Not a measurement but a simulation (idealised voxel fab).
process module | voxel ribs on slabs
cross-section cut | 145 nm wide | cells 5 nm
A cross-section is a grid of square cells, given in bands from the top down. A band is one or more rows of cells.
Each band's line starts with the height of the band's top and of its bottom, in nm. Then come its materials from left to right, each with its width in nm. One material with "throughout" fills the band from edge to edge. "air" is empty space.
Height 0 is the level under which the wafer as received is all one material. The lowest band goes on downwards, as in "0 down".
A width such as "30 to 40" changes by the same amount from each row of cells to the next, from the band's top row to its bottom row.
"no change" after a step means that no cell of the cross-section changed.
closed voids: empty space of 8 cells or more with no open way to the top, each as width x height at its distance from the left edge, in nm
after a step's settings: what the simulator itself notes on the step
overlay nm, on a step with a mask: how far to the right of its planned place the mask lay; to the left if negative
plan
1 op RECEIVE | material Si
2 op DIRECTIONAL_DEP | material SiO2 | thk nm 25
3 op DIRECTIONAL_DEP | material polySi | thk nm 20
4 op DIRECTIONAL_DEP | material aC | thk nm 10
5 op PATTERN | tone cover | mask id RIB | material resist | width nm 20 | thk nm 25 | overlay nm 0
6 op DIRECTIONAL_ETCH | etch materials aC | depth nm 10
7 op STRIP | etch materials resist
8 op DIRECTIONAL_ETCH | etch materials polySi | depth nm 15
9 op STRIP | etch materials aC
10 op DIRECTIONAL_DEP | material aC | thk nm 15
11 op PATTERN | tone cover | mask id SLAB | material resist | width nm 60 | thk nm 30 | overlay nm 0
12 op DIRECTIONAL_ETCH | etch materials aC | depth nm 15
13 op STRIP | etch materials resist
14 op DIRECTIONAL_ETCH | etch materials polySi | depth nm 5
15 op STRIP | etch materials aC
16 op FILL_DEP | material SiO2 | thk nm 20
17 op CMP | height nm 55
18 op DIRECTIONAL_DEP | material TiN | thk nm 10
19 op PATTERN | tone cover | mask id HEATER | material resist | width nm 30 | thk nm 20 | overlay nm 0
20 op DIRECTIONAL_ETCH | etch materials TiN | depth nm 10
21 op STRIP | etch materials resist
22 op CONFORMAL_DEP | material SiO2 | thk nm 10
as received, after step 1
  0 down: Si throughout
  closed voids: none
a wafer at the end: this start, this plan, one mistake
  75 to 65: air 45 | SiO2 50 | air 50
  65 to 55: SiO2 55 | TiN 30 | SiO2 60
  55 to 45: SiO2 throughout
  45 to 30: SiO2 60 | polySi 20 | SiO2 65
  30 to 25: SiO2 35 | polySi 60 | SiO2 50
  25 to 0: SiO2 throughout
  0 down: Si throughout
  closed voids: none
what went wrong: step 11 ran as: op PATTERN | tone cover | mask id SLAB | material resist | width nm 60 | thk nm 30 | overlay nm -5
